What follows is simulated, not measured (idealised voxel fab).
process module | voxel released beams
cross-section cut | 245 nm wide | cells 5 nm
A cross-section is a grid of square cells, given in bands from the top down. A band is one or more rows of cells.
Each band's line starts with the height of the band's top and of its bottom, in nm. Then come its materials from left to right, each with its width in nm. One material with "throughout" fills the band from edge to edge. "air" is empty space.
Height 0 is the level under which the wafer as received is all one material. The lowest band goes on downwards, as in "0 down".
A width such as "30 to 40" changes by the same amount from each row of cells to the next, from the band's top row to its bottom row.
"no change" after a step means that no cell of the cross-section changed.
closed voids: empty space of 8 cells or more with no open way to the top, each as width x height at its distance from the left edge, in nm
after a step's settings: what the simulator itself notes on the step
overlay nm, on a step with a mask: how far to the right of its planned place the mask lay; to the left if negative
plan
1 op RECEIVE | material Si
2 op CONFORMAL_DEP | material Al2O3 | thk nm 5
3 op DIRECTIONAL_DEP | material SiO2 | thk nm 5
4 op DIRECTIONAL_DEP | material aC | thk nm 10
5 op PATTERN | tone open | mask id ANCHOR | material resist | width nm 25 | thk nm 30 | overlay nm 0
6 op DIRECTIONAL_ETCH | etch materials aC | depth nm 10
7 op STRIP | etch materials resist
8 op DIRECTIONAL_ETCH | etch materials SiO2 | depth nm 15
9 op STRIP | etch materials aC
10 op CONFORMAL_DEP | material polySi | thk nm 10
11 op DIRECTIONAL_DEP | material aC | thk nm 15
12 op PATTERN | tone cover | mask id BEAM | material resist | width nm 80 | thk nm 30 | overlay nm 0
13 op DIRECTIONAL_ETCH | etch materials aC | depth nm 15
14 op STRIP | etch materials resist
15 op DIRECTIONAL_ETCH | etch materials polySi | depth nm 10
16 op STRIP | etch materials aC
17 op STRIP | etch materials SiO2
varied across the wafers: thk nm of step 3. The plan shows the first wafer's value. All wafers start alike
first wafer as received, after step 1
  0 down: Si throughout
  closed voids: none
each wafer at the end: cells of each material gained (+) or lost (-) since it was received, then its closed voids
thk nm 5 | +49 Al2O3 | +36 polySi | closed voids: none
thk nm 10 | +49 Al2O3 | +40 polySi | closed voids: none
thk nm 15 | +49 Al2O3 | +44 polySi | closed voids: none
thk nm 20 | +49 Al2O3 | closed voids: none
thk nm 25 | +49 Al2O3 | closed voids: none
thk nm 30 | +49 Al2O3 | closed voids: none
